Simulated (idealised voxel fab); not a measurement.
This section sets out a process module, namely voxel lift off.
In the cross-section labelled cut, the width is 300 nm and each square cell is 5 nm.
If you're reading a cross-section in this doc, picture square cells in a grid; it comes to you as bands, top ones listed first down to the bottom, and a band can be one or more rows of cells. Band: top and bottom heights (nm) first, top before bottom; then materials from left to right, widths in nm. "full width" marks a sole material filling the band edge to edge. "air" denotes empty space. Zero point of the height axis is 0; under it, received wafer = one material. Lowest band: continues down indefinitely, "0 down". So if you see something like "30 to 40" for the width, read it as the top row of the band sitting at the first number and the bottom row at the second, with every row in between moving by the same amount as the last. You'll sometimes find "all unchanged" written for a step, and that's the way of saying that nowhere in the cross-section did a cell change during that step. "Tabulated closed voids" enumerates empty spaces isolated from the top, with no open way to it, that contain at least 8 cells, giving each as width x height at distance from the left edge, all three in nm. Post-settings text on a step line: simulator's own remark regarding the step. Among the settings permitted on a step's line is "overlay nm"; applied to a step with a mask, it specifies the extent to which the mask lay to the right of its planned position, whereas a negative figure signifies a position to the left.
[Set out below are the planned steps of the process]
1: RECEIVE (material Si)
2: CONFORMAL_DEP (material SiN; thk nm 15)
3: PATTERN (tone open; mask id LINES; material resist; width nm 20; pitch nm 60; thk nm 20; overlay nm 0)
4: DIRECTIONAL_DEP (material Ru; thk nm 10)
5: STRIP (etch materials resist)
6: CONFORMAL_DEP (material SiCN; thk nm 10)
varied across the wafers: width nm of step 3. The plan shows the first wafer's value. All wafers start alike
[Sectional view: first of several wafers, as received, after step 1]
    0 down: Si full width
    Tabulated closed voids: none
[Cross-sectional representation of the first of several wafers at the end of the module, i.e. after its terminal step, step 6]
    35 to 25: air 70 nm / SiCN 40 nm / air 20 nm / SiCN 40 nm / air 20 nm / SiCN 40 nm / air 70 nm
    25 to 15: SiCN 80 nm / Ru 20 nm / SiCN 40 nm / Ru 20 nm / SiCN 40 nm / Ru 20 nm / SiCN 80 nm
    15 to 0: SiN full width
    0 down: Si full width
    Tabulated closed voids: none
[End of module: cross-section, last of several wafers]
    35 to 25: air 60 nm / SiCN 185 nm / air 55 nm
    25 to 15: SiCN 70 nm / Ru 45 nm / SiCN 15 nm / Ru 45 nm / SiCN 15 nm / Ru 45 nm / SiCN 65 nm
    15 to 0: SiN full width
    0 down: Si full width
    Tabulated closed voids: none
[What follows is a table in which each wafer occupies a row; for the wafer as it stands at the close of the module, the row states, material by material, how many cells have been gained (+) or lost (-) since receipt, and then gives its closed voids]
width nm 20, +24 Ru, +144 SiCN, +180 SiN, Tabulated closed voids: none
width nm 25, +30 Ru, +144 SiCN, +180 SiN, Tabulated closed voids: none
width nm 30, +36 Ru, +144 SiCN, +180 SiN, Tabulated closed voids: none
width nm 35, +42 Ru, +144 SiCN, +180 SiN, Tabulated closed voids: none
width nm 40, +48 Ru, +144 SiCN, +180 SiN, Tabulated closed voids: none
width nm 45, +54 Ru, +140 SiCN, +180 SiN, Tabulated closed voids: none
